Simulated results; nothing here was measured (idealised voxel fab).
The document below concerns the process module designated voxel tone inversion.
This is section cut - it's 140 nm across, gridded in 5 nm square cells.
In this document a cross-section is written as a grid of square cells. It is given as a series of bands, listed from the top down, and a band is one or more rows of cells. Read a band's entry like this: the first values are the height of its top and the height of its bottom in nm, and what follows is the sequence of materials from left to right, each with its width in nm. Note that "empty" is empty space, and that a single material marked "full width" reaches across the band from edge to edge. Beneath 0, the wafer as received is one material, and that level is where height counting begins. The lowest band goes on downward without a bottom; it is written like "from 0 down". When a width is written as two numbers, as in "30 to 40", the first number is the width in the top row of cells of the band and the second is the width in its bottom row, and the width changes by the same amount from each row to the next. "no alteration" (step): cross-section cells unchanged, all of them. "Sealed void listing" means: voids of 8 cells or more that are shut off from the top with no open way through. Written width x height at distance, distance from the left edge, in nm. On a step's line, text after the settings is the simulator commenting on that step. "overlay nm" on a masked step: distance the mask lay right of its planned place, negative for left.

The planned process steps are enumerated hereunder:
- 1: RECEIVE: material Si
- 2: CONFORMAL_DEP: material SiCN, thk nm 10
- 3: DIRECTIONAL_DEP: material aC, thk nm 15
- 4: PATTERN: tone cover, mask id POSTS, material resist, width nm 15, pitch nm 30, thk nm 25, overlay nm 0
- 5: DIRECTIONAL_ETCH: etch materials aC, depth nm 15
- 6: STRIP: etch materials resist
- 7: FILL_DEP: material lowk, thk nm 10
- 8: CMP: height nm 25
- 9: STRIP: etch materials aC

The cross-section here shows the wafer as received, i.e. in its state after step 1:
* from 0 down | Si full width
* Sealed void listing: none

The plan above was carried out on the starting structure above with one mistake, and this cross-section shows the wafer at the end of the module:
* from 15 to 10 | 45 nm lowk; 15 nm empty; 15 nm lowk; 15 nm empty; 50 nm lowk
* from 10 to 0 | SiCN full width
* from 0 down | Si full width
* Sealed void listing: none
Against the plan, the run slipped here: step 8 changed vs plan, executed as CMP: height nm 15
